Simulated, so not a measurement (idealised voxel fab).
Title: Process Module voxel wiring stack
We display cut, a cross-section 140 nm in width whose square cells are each 5 nm.
How to read a cross-section here: the picture is a grid of square cells, written as bands going from the top down, and any band can span one or more rows of cells. The band entry comprises the height of the band's top followed by the height of its bottom, expressed in nm, and subsequently the band's materials from left to right, each stated together with its width in nm. Where a single material is marked with the word "edge to edge", that material fills the band from edge to edge. The word "air" represents empty space. We count height from 0. Below that, the starting wafer is all one material. The lowest band never ends at the bottom but goes on down; see "0..down" for how that is written. It should be noted that a width expressed as "30 to 40" varies in equal increments from row to row of cells within the band, taking the value of the first number at the top row and that of the second number at the bottom row. "everything unchanged" after a step means that no cell of the cross-section changed. Empty spaces without an open route to the top, at least 8 cells in extent, make up the entry "Completely enclosed voids"; each is given as width x height at distance, where the distance is measured from the left edge, and all are in nm. On a step's line, text after the settings is the simulator commenting on that step. The "overlay nm" setting may appear on a step's line; for a step that uses a mask, it gives how far to the right of its planned position the mask lay, and a negative value indicates the left.
## Here's what the planned process steps look like
1) RECEIVE with material Si
2) CONFORMAL_DEP with material SiO2, thk nm 10
3) DIRECTIONAL_DEP with material TiN, thk nm 5
4) DIRECTIONAL_DEP with material W, thk nm 25
5) MASKED_ETCH with tone cover, mask id METAL_1, width nm 25, pitch nm 45, etch materials W, depth nm 25, overlay nm 0
6) MASKED_ETCH with tone cover, mask id METAL_1, width nm 25, pitch nm 45, etch materials TiN, depth nm 5, overlay nm 0
7) FILL_DEP with material SiO2, thk nm 5
8) CMP with height nm 40
9) CONFORMAL_DEP with material SiCN, thk nm 5
10) DIRECTIONAL_DEP with material SiO2, thk nm 30
11) PATTERN with tone open, mask id METAL_2_HOLES, material resist, width nm 15, pitch nm 45, thk nm 20, overlay nm 0
12) DIRECTIONAL_ETCH with etch materials SiO2, depth nm 30
13) STRIP with etch materials resist
14) MASKED_ETCH with tone open, mask id METAL_2, width nm 25, pitch nm 45, etch materials SiO2, depth nm 20, overlay nm 0
15) MASKED_ETCH with tone open, mask id METAL_2, width nm 25, pitch nm 45, etch materials SiCN, depth nm 5, overlay nm 0
16) CONFORMAL_DEP with material TiN, thk nm 5
17) FILL_DEP with material Cu, thk nm 10
18) CMP with height nm 75
19) CONFORMAL_DEP with material SiCN, thk nm 5
20) DIRECTIONAL_DEP with material lowk, thk nm 10
21) MASKED_ETCH with tone open, mask id PLUG_2, width nm 15, pitch nm 45, etch materials lowk, depth nm 10, overlay nm 0
22) MASKED_ETCH with tone open, mask id PLUG_2, width nm 15, pitch nm 45, etch materials SiCN, depth nm 5, overlay nm 0
23) EPI with material Ru, thk nm 10
24) EPI with material Ru, thk nm 5
25) DIRECTIONAL_DEP with material TiN, thk nm 5
26) DIRECTIONAL_DEP with material W, thk nm 15
27) DIRECTIONAL_DEP with material aC, thk nm 15
28) PATTERN with tone cover, mask id METAL_3, material resist, width nm 25, pitch nm 45, thk nm 30, overlay nm 0
29) DIRECTIONAL_ETCH with etch materials aC, depth nm 15
30) STRIP with etch materials resist
31) DIRECTIONAL_ETCH with etch materials W, depth nm 15
32) DIRECTIONAL_ETCH with etch materials TiN, depth nm 5
33) STRIP with etch materials aC
34) CONFORMAL_DEP with material SiN, thk nm 5
35) FILL_DEP with material SiO2, thk nm 5
36) CMP with height nm 110
37) CONFORMAL_DEP with material SiCN, thk nm 5
## This is the cross-section of the wafer as we received it, i.e. after step 1
0..down  Si edge to edge
Completely enclosed voids: none
## Wafer cross-section at module end: first of two, run to plan
115..110  SiCN edge to edge
110..95  SiO2 30 nm | SiN 5 nm | W 25 nm | SiN 5 nm | SiO2 10 nm | SiN 5 nm | W 25 nm | SiN 5 nm | SiO2 30 nm
95..90  SiN 35 nm | TiN 25 nm | SiN 20 nm | TiN 25 nm | SiN 35 nm
90..80  lowk 35 nm | Ru 15 nm | lowk 30 nm | Ru 15 nm | lowk 45 nm
80..75  SiCN 35 nm | Ru 15 nm | SiCN 30 nm | Ru 15 nm | SiCN 45 nm
75..60  SiO2 35 nm | TiN 5 nm | Cu 15 nm | TiN 5 nm | SiO2 20 nm | TiN 5 nm | Cu 15 nm | TiN 5 nm | SiO2 35 nm
60..55  SiO2 35 nm | TiN 5 nm | Cu 5 nm | TiN 15 nm | SiO2 20 nm | TiN 5 nm | Cu 5 nm | TiN 15 nm | SiO2 35 nm
55..45  SiO2 35 nm | TiN 5 nm | Cu 5 nm | TiN 5 nm | SiO2 30 nm | TiN 5 nm | Cu 5 nm | TiN 5 nm | SiO2 45 nm
45..40  SiCN 35 nm | TiN 15 nm | SiCN 30 nm | TiN 15 nm | SiCN 45 nm
40..15  SiO2 35 nm | W 25 nm | SiO2 20 nm | W 25 nm | SiO2 35 nm
15..10  SiO2 35 nm | TiN 25 nm | SiO2 20 nm | TiN 25 nm | SiO2 35 nm
10..0  SiO2 edge to edge
0..down  Si edge to edge
Completely enclosed voids: none
## Cross-section at end of module for the second wafer of two, which matched the first in starting point and plan and differed by one mistake in its processing
115..110  SiCN edge to edge
110..95  SiO2 30 nm | SiN 5 nm | W 25 nm | SiN 5 nm | SiO2 10 nm | SiN 5 nm | W 25 nm | SiN 5 nm | SiO2 30 nm
95..90  SiN 35 nm | TiN 25 nm | SiN 20 nm | TiN 25 nm | SiN 35 nm
90..80  lowk 35 nm | Ru 15 nm | lowk 30 nm | Ru 15 nm | lowk 45 nm
80..75  SiCN 35 nm | Ru 15 nm | SiCN 30 nm | Ru 15 nm | SiCN 45 nm
75..60  SiO2 35 nm | TiN 5 nm | Cu 15 nm | TiN 5 nm | SiO2 20 nm | TiN 5 nm | Cu 15 nm | TiN 5 nm | SiO2 35 nm
60..55  SiO2 35 nm | TiN 5 nm | Cu 5 nm | TiN 15 nm | SiO2 20 nm | TiN 5 nm | Cu 5 nm | TiN 15 nm | SiO2 35 nm
55..45  SiO2 35 nm | TiN 5 nm | Cu 5 nm | TiN 5 nm | SiO2 30 nm | TiN 5 nm | Cu 5 nm | TiN 5 nm | SiO2 45 nm
45..40  SiCN 35 nm | TiN 15 nm | SiCN 30 nm | TiN 15 nm | SiCN 45 nm
40..20  SiO2 35 nm | W 25 nm | SiO2 20 nm | W 25 nm | SiO2 35 nm
20..15  SiO2 35 nm | TiN 25 nm | SiO2 20 nm | TiN 25 nm | SiO2 35 nm
15..0  SiO2 edge to edge
0..down  Si edge to edge
Completely enclosed voids: none
It is concluded that the wafer was processed incorrectly with respect to the plan, in that step 2 did not use the planned setting and instead ran as CONFORMAL_DEP with material SiO2, thk nm 15
Once processing is complete, comparing cell counts shows that the second wafer has more or fewer of certain materials than the first: +10 SiO2, -10 W
